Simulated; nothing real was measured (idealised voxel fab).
process module | voxel air gaps
cross-section cut | 250 nm wide | cells 5 nm
A cross-section is a grid of square cells, given in bands from the top down. A band is one or more rows of cells.
Each band's line starts with the height of the band's top and of its bottom, in nm. Then come its materials from left to right, each with its width in nm. One material with "throughout" fills the band from edge to edge. "air" is empty space.
Height 0 is the level under which the wafer as received is all one material. The lowest band goes on downwards, as in "0 down".
A width such as "30 to 40" changes by the same amount from each row of cells to the next, from the band's top row to its bottom row.
"no change" after a step means that no cell of the cross-section changed.
closed voids: empty space of 8 cells or more with no open way to the top, each as width x height at its distance from the left edge, in nm
after a step's settings: what the simulator itself notes on the step
overlay nm, on a step with a mask: how far to the right of its planned place the mask lay; to the left if negative
Each pair below shows a cross-section before one step and the cross-section after it, down to the lowest band that changed. The line under each pair gives the step between them, with its settings. The pairs can come from different runs of this module on the same starting wafer, so a pair continues from the pair above only where its "before" says so.
before
  0 down: Si throughout
  closed voids: none
after
  15 to 0: SiO2 throughout
  below 0: unchanged
  closed voids: none
the step between: op CONFORMAL_DEP | material SiO2 | thk nm 15
before: the cross-section after the pair above
after
  20 to 15: SiN throughout
  below 15: unchanged
  closed voids: none
the step between: op CONFORMAL_DEP | material SiN | thk nm 5
before: the cross-section after the pair above
after
  60 to 20: SiO2 throughout
  below 20: unchanged
  closed voids: none
the step between: op DIRECTIONAL_DEP | material SiO2 | thk nm 40
before: the cross-section after the pair above
after
  75 to 60: resist 55 | air 25 | resist 30 | air 25 | resist 30 | air 25 | resist 60
  below 60: unchanged
  closed voids: none
the step between: op PATTERN | tone open | mask id LINES | material resist | width nm 25 | pitch nm 55 | thk nm 15 | overlay nm 0
before: the cross-section after the pair above
after
  75 to 60: resist 55 | air 25 | resist 30 | air 25 | resist 30 | air 25 | resist 60
  60 to 20: SiO2 55 | air 25 | SiO2 30 | air 25 | SiO2 30 | air 25 | SiO2 60
  below 20: unchanged
  closed voids: none
the step between: op DIRECTIONAL_ETCH | etch materials SiO2 | depth nm 40
before: the cross-section after the pair above
after
  60 to 20: SiO2 55 | air 25 | SiO2 30 | air 25 | SiO2 30 | air 25 | SiO2 60
  below 20: unchanged
  closed voids: none
the step between: op STRIP | etch materials resist
before: the cross-section after the pair above
after
  65 to 60: TiN 60 | air 15 | TiN 40 | air 15 | TiN 40 | air 15 | TiN 65
  60 to 25: SiO2 55 | TiN 5 | air 15 | TiN 5 | SiO2 30 | TiN 5 | air 15 | TiN 5 | SiO2 30 | TiN 5 | air 15 | TiN 5 | SiO2 60
  25 to 20: SiO2 55 | TiN 25 | SiO2 30 | TiN 25 | SiO2 30 | TiN 25 | SiO2 60
  below 20: unchanged
  closed voids: none
the step between: op CONFORMAL_DEP | material TiN | thk nm 5
before: the cross-section after the pair above
after
  70 to 65: W throughout
  65 to 60: TiN 60 | W 15 | TiN 40 | W 15 | TiN 40 | W 15 | TiN 65
  60 to 25: SiO2 55 | TiN 5 | W 15 | TiN 5 | SiO2 30 | TiN 5 | W 15 | TiN 5 | SiO2 30 | TiN 5 | W 15 | TiN 5 | SiO2 60
  below 25: unchanged
  closed voids: none
the step between: op FILL_DEP | material W | thk nm 5
before: the cross-section after the pair above
after
  60 to 25: SiO2 55 | TiN 5 | W 15 | TiN 5 | SiO2 30 | TiN 5 | W 15 | TiN 5 | SiO2 30 | TiN 5 | W 15 | TiN 5 | SiO2 60
  below 25: unchanged
  closed voids: none
the step between: op CMP | height nm 60
before: the cross-section after the pair above
after
  70 to 60: air 45 | Ru 45 | air 10 | Ru 45 | air 10 | Ru 45 | air 50
  below 60: unchanged
  closed voids: none
the step between: op EPI | material Ru | thk nm 10
before: the cross-section after the pair above
after
  70 to 60: air 45 | Ru 45 | air 10 | Ru 45 | air 10 | Ru 45 | air 50
  60 to 25: air 55 | TiN 5 | W 15 | TiN 5 | air 30 | TiN 5 | W 15 | TiN 5 | air 30 | TiN 5 | W 15 | TiN 5 | air 60
  25 to 20: air 55 | TiN 25 | air 30 | TiN 25 | air 30 | TiN 25 | air 60
  below 20: unchanged
  closed voids: none
the step between: op SELECTIVE_ETCH | etch materials SiO2 | depth nm 50
before: the cross-section after the pair above
after
  75 to 70: air 40 | SiN 165 | air 45
  70 to 60: air 40 | SiN 5 | Ru 45 | SiN 10 | Ru 45 | SiN 10 | Ru 45 | SiN 5 | air 45
  60 to 55: air 40 | SiN 15 | TiN 5 | W 15 | TiN 5 | SiN 30 | TiN 5 | W 15 | TiN 5 | SiN 30 | TiN 5 | W 15 | TiN 5 | SiN 15 | air 45
  55 to 25: air 50 | SiN 5 | TiN 5 | W 15 | TiN 5 | SiN 5 | air 20 | SiN 5 | TiN 5 | W 15 | TiN 5 | SiN 5 | air 20 | SiN 5 | TiN 5 | W 15 | TiN 5 | SiN 5 | air 55
  25 to 20: SiN 55 | TiN 25 | SiN 30 | TiN 25 | SiN 30 | TiN 25 | SiN 60
  below 20: unchanged
  closed voids: 20 x 30 at 85; 20 x 30 at 140
the step between: op CONFORMAL_DEP | material SiN | thk nm 5
before
  15 to 0: SiO2 throughout
  0 down: Si throughout
  closed voids: none
after
  30 to 0: SiO2 throughout
  below 0: unchanged
  closed voids: none
the step between: op CONFORMAL_DEP | material SiO2 | thk nm 15
before: the cross-section after the pair above
after
  35 to 30: SiN throughout
  below 30: unchanged
  closed voids: none
the step between: op CONFORMAL_DEP | material SiN | thk nm 5
before: the cross-section after the pair above
after
  75 to 35: SiO2 throughout
  below 35: unchanged
  closed voids: none
the step between: op DIRECTIONAL_DEP | material SiO2 | thk nm 40
before: the cross-section after the pair above
after
  90 to 75: resist 55 | air 25 | resist 30 | air 25 | resist 30 | air 25 | resist 60
  below 75: unchanged
  closed voids: none
the step between: op PATTERN | tone open | mask id LINES | material resist | width nm 25 | pitch nm 55 | thk nm 15 | overlay nm 0
before: the cross-section after the pair above
after
  90 to 75: resist 55 | air 25 | resist 30 | air 25 | resist 30 | air 25 | resist 60
  75 to 35: SiO2 55 | air 25 | SiO2 30 | air 25 | SiO2 30 | air 25 | SiO2 60
  below 35: unchanged
  closed voids: none
the step between: op DIRECTIONAL_ETCH | etch materials SiO2 | depth nm 40
before: the cross-section after the pair above
after
  75 to 35: SiO2 55 | air 25 | SiO2 30 | air 25 | SiO2 30 | air 25 | SiO2 60
  below 35: unchanged
  closed voids: none
the step between: op STRIP | etch materials resist
before: the cross-section after the pair above
after
  80 to 75: TiN 60 | air 15 | TiN 40 | air 15 | TiN 40 | air 15 | TiN 65
  75 to 40: SiO2 55 | TiN 5 | air 15 | TiN 5 | SiO2 30 | TiN 5 | air 15 | TiN 5 | SiO2 30 | TiN 5 | air 15 | TiN 5 | SiO2 60
  40 to 35: SiO2 55 | TiN 25 | SiO2 30 | TiN 25 | SiO2 30 | TiN 25 | SiO2 60
  below 35: unchanged
  closed voids: none
the step between: op CONFORMAL_DEP | material TiN | thk nm 5
before: the cross-section after the pair above
after
  85 to 80: W throughout
  80 to 75: TiN 60 | W 15 | TiN 40 | W 15 | TiN 40 | W 15 | TiN 65
  75 to 40: SiO2 55 | TiN 5 | W 15 | TiN 5 | SiO2 30 | TiN 5 | W 15 | TiN 5 | SiO2 30 | TiN 5 | W 15 | TiN 5 | SiO2 60
  below 40: unchanged
  closed voids: none
the step between: op FILL_DEP | material W | thk nm 5
before: the cross-section after the pair above
after
  60 to 40: SiO2 55 | TiN 5 | W 15 | TiN 5 | SiO2 30 | TiN 5 | W 15 | TiN 5 | SiO2 30 | TiN 5 | W 15 | TiN 5 | SiO2 60
  below 40: unchanged
  closed voids: none
the step between: op CMP | height nm 60
before: the cross-section after the pair above
after
  70 to 60: air 45 | Ru 45 | air 10 | Ru 45 | air 10 | Ru 45 | air 50
  below 60: unchanged
  closed voids: none
the step between: op EPI | material Ru | thk nm 10
before: the cross-section after the pair above
after
  70 to 60: air 45 | Ru 45 | air 10 | Ru 45 | air 10 | Ru 45 | air 50
  60 to 40: air 55 | TiN 5 | W 15 | TiN 5 | air 30 | TiN 5 | W 15 | TiN 5 | air 30 | TiN 5 | W 15 | TiN 5 | air 60
  40 to 35: air 55 | TiN 25 | air 30 | TiN 25 | air 30 | TiN 25 | air 60
  below 35: unchanged
  closed voids: none
the step between: op SELECTIVE_ETCH | etch materials SiO2 | depth nm 50
before: the cross-section after the pair above
after
  75 to 70: air 40 | SiN 165 | air 45
  70 to 60: air 40 | SiN 5 | Ru 45 | SiN 10 | Ru 45 | SiN 10 | Ru 45 | SiN 5 | air 45
  60 to 55: air 40 | SiN 15 | TiN 5 | W 15 | TiN 5 | SiN 30 | TiN 5 | W 15 | TiN 5 | SiN 30 | TiN 5 | W 15 | TiN 5 | SiN 15 | air 45
  55 to 40: air 50 | SiN 5 | TiN 5 | W 15 | TiN 5 | SiN 5 | air 20 | SiN 5 | TiN 5 | W 15 | TiN 5 | SiN 5 | air 20 | SiN 5 | TiN 5 | W 15 | TiN 5 | SiN 5 | air 55
  40 to 35: SiN 55 | TiN 25 | SiN 30 | TiN 25 | SiN 30 | TiN 25 | SiN 60
  below 35: unchanged
  closed voids: 20 x 15 at 85; 20 x 15 at 140
the step between: op CONFORMAL_DEP | material SiN | thk nm 5
before
  15 to 0: SiO2 throughout
  0 down: Si throughout
  closed voids: none
after
  55 to 0: SiO2 throughout
  below 0: unchanged
  closed voids: none
the step between: op DIRECTIONAL_DEP | material SiO2 | thk nm 40
before: the cross-section after the pair above
after
  60 to 55: SiN throughout
  below 55: unchanged
  closed voids: none
the step between: op CONFORMAL_DEP | material SiN | thk nm 5
before: the cross-section after the pair above
after
  75 to 60: resist 55 | air 25 | resist 30 | air 25 | resist 30 | air 25 | resist 60
  below 60: unchanged
  closed voids: none
the step between: op PATTERN | tone open | mask id LINES | material resist | width nm 25 | pitch nm 55 | thk nm 15 | overlay nm 0
before: the cross-section after the pair above
after
  60 to 55: SiN throughout
  below 55: unchanged
  closed voids: none
the step between: op STRIP | etch materials resist
before: the cross-section after the pair above
after
  65 to 60: TiN throughout
  below 60: unchanged
  closed voids: none
the step between: op CONFORMAL_DEP | material TiN | thk nm 5
before: the cross-section after the pair above
after
  70 to 65: W throughout
  below 65: unchanged
  closed voids: none
the step between: op FILL_DEP | material W | thk nm 5
before: the cross-section after the pair above
after
  60 to 55: SiN throughout
  below 55: unchanged
  closed voids: none
the step between: op CMP | height nm 60
before: the cross-section after the pair above
after
  65 to 55: SiN throughout
  below 55: unchanged
  closed voids: none
the step between: op CONFORMAL_DEP | material SiN | thk nm 5
before
  70 to 65: W throughout
  65 to 60: TiN 60 | W 15 | TiN 40 | W 15 | TiN 40 | W 15 | TiN 65
  60 to 25: SiO2 55 | TiN 5 | W 15 | TiN 5 | SiO2 30 | TiN 5 | W 15 | TiN 5 | SiO2 30 | TiN 5 | W 15 | TiN 5 | SiO2 60
  25 to 20: SiO2 55 | TiN 25 | SiO2 30 | TiN 25 | SiO2 30 | TiN 25 | SiO2 60
  20 to 15: SiN throughout
  15 to 0: SiO2 throughout
  0 down: Si throughout
  closed voids: none
after
  65 to 60: TiN 60 | W 15 | TiN 40 | W 15 | TiN 40 | W 15 | TiN 65
  below 60: unchanged
  closed voids: none
the step between: op CMP | height nm 65
before: the cross-section after the pair above
after
  75 to 65: Ru throughout
  below 65: unchanged
  closed voids: none
the step between: op EPI | material Ru | thk nm 10
before: the cross-section after the pair above
after
  80 to 75: SiN throughout
  below 75: unchanged
  closed voids: none
the step between: op CONFORMAL_DEP | material SiN | thk nm 5
before
  60 to 20: SiO2 throughout
  20 to 15: SiN throughout
  15 to 0: SiO2 throughout
  0 down: Si throughout
  closed voids: none
after
  75 to 60: resist 50 | air 35 | resist 20 | air 35 | resist 20 | air 35 | resist 55
  below 60: unchanged
  closed voids: none
the step between: op PATTERN | tone open | mask id LINES | material resist | width nm 35 | pitch nm 55 | thk nm 15 | overlay nm 0
before: the cross-section after the pair above
after
  75 to 60: resist 50 | air 35 | resist 20 | air 35 | resist 20 | air 35 | resist 55
  60 to 20: SiO2 50 | air 35 | SiO2 20 | air 35 | SiO2 20 | air 35 | SiO2 55
  below 20: unchanged
  closed voids: none
the step between: op DIRECTIONAL_ETCH | etch materials SiO2 | depth nm 40
before: the cross-section after the pair above
after
  60 to 20: SiO2 50 | air 35 | SiO2 20 | air 35 | SiO2 20 | air 35 | SiO2 55
  below 20: unchanged
  closed voids: none
the step between: op STRIP | etch materials resist
before: the cross-section after the pair above
after
  65 to 60: TiN 55 | air 25 | TiN 30 | air 25 | TiN 30 | air 25 | TiN 60
  60 to 25: SiO2 50 | TiN 5 | air 25 | TiN 5 | SiO2 20 | TiN 5 | air 25 | TiN 5 | SiO2 20 | TiN 5 | air 25 | TiN 5 | SiO2 55
  25 to 20: SiO2 50 | TiN 35 | SiO2 20 | TiN 35 | SiO2 20 | TiN 35 | SiO2 55
  below 20: unchanged
  closed voids: none
the step between: op CONFORMAL_DEP | material TiN | thk nm 5
before: the cross-section after the pair above
after
  70 to 65: W throughout
  65 to 60: TiN 55 | W 25 | TiN 30 | W 25 | TiN 30 | W 25 | TiN 60
  60 to 25: SiO2 50 | TiN 5 | W 25 | TiN 5 | SiO2 20 | TiN 5 | W 25 | TiN 5 | SiO2 20 | TiN 5 | W 25 | TiN 5 | SiO2 55
  below 25: unchanged
  closed voids: none
the step between: op FILL_DEP | material W | thk nm 5
before: the cross-section after the pair above
after
  60 to 25: SiO2 50 | TiN 5 | W 25 | TiN 5 | SiO2 20 | TiN 5 | W 25 | TiN 5 | SiO2 20 | TiN 5 | W 25 | TiN 5 | SiO2 55
  below 25: unchanged
  closed voids: none
the step between: op CMP | height nm 60
before: the cross-section after the pair above
after
  70 to 60: air 40 | Ru 165 | air 45
  below 60: unchanged
  closed voids: none
the step between: op EPI | material Ru | thk nm 10
before: the cross-section after the pair above
after
  70 to 60: air 40 | Ru 165 | air 45
  60 to 25: air 50 | TiN 5 | W 25 | TiN 5 | SiO2 20 | TiN 5 | W 25 | TiN 5 | SiO2 20 | TiN 5 | W 25 | TiN 5 | air 55
  25 to 20: air 50 | TiN 35 | SiO2 20 | TiN 35 | SiO2 20 | TiN 35 | air 55
  below 20: unchanged
  closed voids: none
the step between: op SELECTIVE_ETCH | etch materials SiO2 | depth nm 50
before: the cross-section after the pair above
after
  75 to 70: air 35 | SiN 175 | air 40
  70 to 60: air 35 | SiN 5 | Ru 165 | SiN 5 | air 40
  60 to 55: air 35 | SiN 15 | TiN 5 | W 25 | TiN 5 | SiO2 20 | TiN 5 | W 25 | TiN 5 | SiO2 20 | TiN 5 | W 25 | TiN 5 | SiN 15 | air 40
  55 to 25: air 45 | SiN 5 | TiN 5 | W 25 | TiN 5 | SiO2 20 | TiN 5 | W 25 | TiN 5 | SiO2 20 | TiN 5 | W 25 | TiN 5 | SiN 5 | air 50
  25 to 20: SiN 50 | TiN 35 | SiO2 20 | TiN 35 | SiO2 20 | TiN 35 | SiN 55
  below 20: unchanged
  closed voids: none
the step between: op CONFORMAL_DEP | material SiN | thk nm 5
before
  60 to 20: SiO2 throughout
  20 to 15: SiN throughout
  15 to 0: SiO2 throughout
  0 down: Si throughout
  closed voids: none
after
  75 to 60: resist 45 | air 25 | resist 30 | air 25 | resist 30 | air 25 | resist 70
  below 60: unchanged
  closed voids: none
the step between: op PATTERN | tone open | mask id LINES | material resist | width nm 25 | pitch nm 55 | thk nm 15 | overlay nm -10
before: the cross-section after the pair above
after
  75 to 60: resist 45 | air 25 | resist 30 | air 25 | resist 30 | air 25 | resist 70
  60 to 20: SiO2 45 | air 25 | SiO2 30 | air 25 | SiO2 30 | air 25 | SiO2 70
  below 20: unchanged
  closed voids: none
the step between: op DIRECTIONAL_ETCH | etch materials SiO2 | depth nm 40
before: the cross-section after the pair above
after
  60 to 20: SiO2 45 | air 25 | SiO2 30 | air 25 | SiO2 30 | air 25 | SiO2 70
  below 20: unchanged
  closed voids: none
the step between: op STRIP | etch materials resist
before: the cross-section after the pair above
after
  65 to 60: TiN 50 | air 15 | TiN 40 | air 15 | TiN 40 | air 15 | TiN 75
  60 to 25: SiO2 45 | TiN 5 | air 15 | TiN 5 | SiO2 30 | TiN 5 | air 15 | TiN 5 | SiO2 30 | TiN 5 | air 15 | TiN 5 | SiO2 70
  25 to 20: SiO2 45 | TiN 25 | SiO2 30 | TiN 25 | SiO2 30 | TiN 25 | SiO2 70
  below 20: unchanged
  closed voids: none
the step between: op CONFORMAL_DEP | material TiN | thk nm 5
before: the cross-section after the pair above
after
  70 to 65: W throughout
  65 to 60: TiN 50 | W 15 | TiN 40 | W 15 | TiN 40 | W 15 | TiN 75
  60 to 25: SiO2 45 | TiN 5 | W 15 | TiN 5 | SiO2 30 | TiN 5 | W 15 | TiN 5 | SiO2 30 | TiN 5 | W 15 | TiN 5 | SiO2 70
  below 25: unchanged
  closed voids: none
the step between: op FILL_DEP | material W | thk nm 5
before: the cross-section after the pair above
after
  60 to 25: SiO2 45 | TiN 5 | W 15 | TiN 5 | SiO2 30 | TiN 5 | W 15 | TiN 5 | SiO2 30 | TiN 5 | W 15 | TiN 5 | SiO2 70
  below 25: unchanged
  closed voids: none
the step between: op CMP | height nm 60
before: the cross-section after the pair above
after
  70 to 60: air 35 | Ru 45 | air 10 | Ru 45 | air 10 | Ru 45 | air 60
  below 60: unchanged
  closed voids: none
the step between: op EPI | material Ru | thk nm 10
before: the cross-section after the pair above
after
  70 to 60: air 35 | Ru 45 | air 10 | Ru 45 | air 10 | Ru 45 | air 60
  60 to 25: air 45 | TiN 5 | W 15 | TiN 5 | air 30 | TiN 5 | W 15 | TiN 5 | air 30 | TiN 5 | W 15 | TiN 5 | air 70
  25 to 20: air 45 | TiN 25 | air 30 | TiN 25 | air 30 | TiN 25 | air 70
  below 20: unchanged
  closed voids: none
the step between: op SELECTIVE_ETCH | etch materials SiO2 | depth nm 50
before: the cross-section after the pair above
after
  75 to 70: air 30 | SiN 165 | air 55
  70 to 60: air 30 | SiN 5 | Ru 45 | SiN 10 | Ru 45 | SiN 10 | Ru 45 | SiN 5 | air 55
  60 to 55: air 30 | SiN 15 | TiN 5 | W 15 | TiN 5 | SiN 30 | TiN 5 | W 15 | TiN 5 | SiN 30 | TiN 5 | W 15 | TiN 5 | SiN 15 | air 55
  55 to 25: air 40 | SiN 5 | TiN 5 | W 15 | TiN 5 | SiN 5 | air 20 | SiN 5 | TiN 5 | W 15 | TiN 5 | SiN 5 | air 20 | SiN 5 | TiN 5 | W 15 | TiN 5 | SiN 5 | air 65
  25 to 20: SiN 45 | TiN 25 | SiN 30 | TiN 25 | SiN 30 | TiN 25 | SiN 70
  below 20: unchanged
  closed voids: 20 x 30 at 75; 20 x 30 at 130
the step between: op CONFORMAL_DEP | material SiN | thk nm 5
before
  70 to 60: air 45 | Ru 45 | air 10 | Ru 45 | air 10 | Ru 45 | air 50
  60 to 25: air 55 | TiN 5 | W 15 | TiN 5 | air 30 | TiN 5 | W 15 | TiN 5 | air 30 | TiN 5 | W 15 | TiN 5 | air 60
  25 to 20: air 55 | TiN 25 | air 30 | TiN 25 | air 30 | TiN 25 | air 60
  20 to 15: SiN throughout
  15 to 0: SiO2 throughout
  0 down: Si throughout
  closed voids: none
after
  75 to 70: air 40 | TiN 165 | air 45
  70 to 60: air 40 | TiN 5 | Ru 45 | TiN 10 | Ru 45 | TiN 10 | Ru 45 | TiN 5 | air 45
  60 to 55: air 40 | TiN 20 | W 15 | TiN 40 | W 15 | TiN 40 | W 15 | TiN 20 | air 45
  55 to 25: air 50 | TiN 10 | W 15 | TiN 10 | air 20 | TiN 10 | W 15 | TiN 10 | air 20 | TiN 10 | W 15 | TiN 10 | air 55
  25 to 20: TiN throughout
  below 20: unchanged
  closed voids: 20 x 30 at 85; 20 x 30 at 140
the step between: op CONFORMAL_DEP | material TiN | thk nm 5
before
  60 to 20: SiO2 throughout
  20 to 15: SiN throughout
  15 to 0: SiO2 throughout
  0 down: Si throughout
  closed voids: none
after
  75 to 60: air 55 | resist 25 | air 30 | resist 25 | air 30 | resist 25 | air 60
  below 60: unchanged
  closed voids: none
the step between: op PATTERN | tone cover | mask id LINES | material resist | width nm 25 | pitch nm 55 | thk nm 15 | overlay nm 0
before: the cross-section after the pair above
after
  75 to 60: air 55 | resist 25 | air 30 | resist 25 | air 30 | resist 25 | air 60
  60 to 20: air 55 | SiO2 25 | air 30 | SiO2 25 | air 30 | SiO2 25 | air 60
  below 20: unchanged
  closed voids: none
the step between: op DIRECTIONAL_ETCH | etch materials SiO2 | depth nm 40
before: the cross-section after the pair above
after
  60 to 20: air 55 | SiO2 25 | air 30 | SiO2 25 | air 30 | SiO2 25 | air 60
  below 20: unchanged
  closed voids: none
the step between: op STRIP | etch materials resist
before: the cross-section after the pair above
after
  65 to 60: air 50 | TiN 35 | air 20 | TiN 35 | air 20 | TiN 35 | air 55
  60 to 25: air 50 | TiN 5 | SiO2 25 | TiN 5 | air 20 | TiN 5 | SiO2 25 | TiN 5 | air 20 | TiN 5 | SiO2 25 | TiN 5 | air 55
  25 to 20: TiN 55 | SiO2 25 | TiN 30 | SiO2 25 | TiN 30 | SiO2 25 | TiN 60
  below 20: unchanged
  closed voids: none
the step between: op CONFORMAL_DEP | material TiN | thk nm 5
before: the cross-section after the pair above
after
  70 to 65: W throughout
  65 to 60: W 50 | TiN 35 | W 20 | TiN 35 | W 20 | TiN 35 | W 55
  60 to 25: W 50 | TiN 5 | SiO2 25 | TiN 5 | W 20 | TiN 5 | SiO2 25 | TiN 5 | W 20 | TiN 5 | SiO2 25 | TiN 5 | W 55
  below 25: unchanged
  closed voids: none
the step between: op FILL_DEP | material W | thk nm 5
before: the cross-section after the pair above
after
  60 to 25: W 50 | TiN 5 | SiO2 25 | TiN 5 | W 20 | TiN 5 | SiO2 25 | TiN 5 | W 20 | TiN 5 | SiO2 25 | TiN 5 | W 55
  below 25: unchanged
  closed voids: none
the step between: op CMP | height nm 60
before: the cross-section after the pair above
after
  70 to 60: Ru 65 | air 5 | Ru 50 | air 5 | Ru 50 | air 5 | Ru 70
  below 60: unchanged
  closed voids: none
the step between: op EPI | material Ru | thk nm 10
before: the cross-section after the pair above
after
  70 to 60: Ru 65 | air 5 | Ru 50 | air 5 | Ru 50 | air 5 | Ru 70
  60 to 25: W 50 | TiN 5 | air 25 | TiN 5 | W 20 | TiN 5 | air 25 | TiN 5 | W 20 | TiN 5 | air 25 | TiN 5 | W 55
  25 to 20: TiN 55 | air 25 | TiN 30 | air 25 | TiN 30 | air 25 | TiN 60
  below 20: unchanged
  closed voids: none
the step between: op SELECTIVE_ETCH | etch materials SiO2 | depth nm 50
before: the cross-section after the pair above
after
  75 to 70: SiN throughout
  70 to 60: Ru 65 | SiN 5 | Ru 50 | SiN 5 | Ru 50 | SiN 5 | Ru 70
  60 to 55: W 50 | TiN 5 | SiN 25 | TiN 5 | W 20 | TiN 5 | SiN 25 | TiN 5 | W 20 | TiN 5 | SiN 25 | TiN 5 | W 55
  55 to 25: W 50 | TiN 5 | SiN 5 | air 15 | SiN 5 | TiN 5 | W 20 | TiN 5 | SiN 5 | air 15 | SiN 5 | TiN 5 | W 20 | TiN 5 | SiN 5 | air 15 | SiN 5 | TiN 5 | W 55
  25 to 20: TiN 55 | SiN 25 | TiN 30 | SiN 25 | TiN 30 | SiN 25 | TiN 60
  below 20: unchanged
  closed voids: 15 x 30 at 60; 15 x 30 at 115; 15 x 30 at 170
the step between: op CONFORMAL_DEP | material SiN | thk nm 5
